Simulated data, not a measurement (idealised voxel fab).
You're looking at the process module voxel fin reveal.
The cross-section shown here is cut; it is 160 nm wide and divided into square cells measuring 5 nm on a side.
Throughout this document, each cross-section is represented as a grid of square cells and is presented as a sequence of bands enumerated from the top downward, where a band comprises one or more rows of cells. The entry gives the band's vertical extent as a top height and a bottom height in nm, then its horizontal make-up as materials from left to right, each with a width in nm. "empty" stands for empty space; a single material marked "throughout" fills the band edge to edge. Heights are measured from 0, the level below which the as-received wafer is all one material; the lowest band has no bottom and continues downward, written as in "from 0 down". Width: "30..40" (first number = top row, second number = bottom row, same change from row to row of cells). "no alteration" means the step left every cell of the cross-section as it was. The entry "Trapped cavities" lists the empty spaces that cover at least 8 cells and have no open path to the top. Each is written as width x height at distance, where the distance is measured from the left edge and all three values are in nm. Heads up: the bit after the settings on a step's line is the simulator's remark on that step. A step's line can hold "overlay nm"; with a mask on that step, the setting says how far right of the planned place the mask lay, while a negative setting says it lay to the left.

List of planned process steps
1) RECEIVE with material Si
2) CONFORMAL_DEP with material SiN, thk nm 10
3) DIRECTIONAL_DEP with material aC, thk nm 10
4) PATTERN with tone cover, mask id FINS, material resist, width nm 15, pitch nm 35, thk nm 30, overlay nm 0
5) DIRECTIONAL_ETCH with etch materials aC, depth nm 10
6) STRIP with etch materials resist
7) DIRECTIONAL_ETCH with etch materials SiN, depth nm 10
8) DIRECTIONAL_ETCH with etch materials Si, depth nm 40
9) STRIP with etch materials aC
10) FILL_DEP with material SiO2, thk nm 15
11) CMP with height nm 10
12) SELECTIVE_ETCH with etch materials SiO2, depth nm 25
13) STRIP with etch materials SiN
14) CONFORMAL_DEP with material SiO2, thk nm 5

So this is the incoming wafer in cross-section - it's already been through step 1
    from 0 down | Si throughout
    Trapped cavities: none

Cross-section: first of two wafers, module finished, run according to plan
    from 5 to 0 | empty (30) | SiO2 (25) | empty (10) | SiO2 (25) | empty (10) | SiO2 (25) | empty (35)
    from 0 to -10 | empty (30) | SiO2 (5) | Si (15) | SiO2 (5) | empty (10) | SiO2 (5) | Si (15) | SiO2 (5) | empty (10) | SiO2 (5) | Si (15) | SiO2 (5) | empty (35)
    from -10 to -40 | SiO2 (35) | Si (15) | SiO2 (20) | Si (15) | SiO2 (20) | Si (15) | SiO2 (40)
    from -40 down | Si throughout
    Trapped cavities: none

Wafer two (of two), end-of-module cross-section: start = wafer one, plan = wafer one, one run mistake
    from 0 to -15 | empty (35) | Si (15) | empty (20) | Si (15) | empty (20) | Si (15) | empty (40)
    from -15 to -40 | SiO2 (35) | Si (15) | SiO2 (20) | Si (15) | SiO2 (20) | Si (15) | SiO2 (40)
    from -40 down | Si throughout
    Trapped cavities: none
So what did we get wrong on this run? step 14 of the plan did not run at all; it was left out
Cell-count delta at end, second wafer over first, by material: SiO2 -50
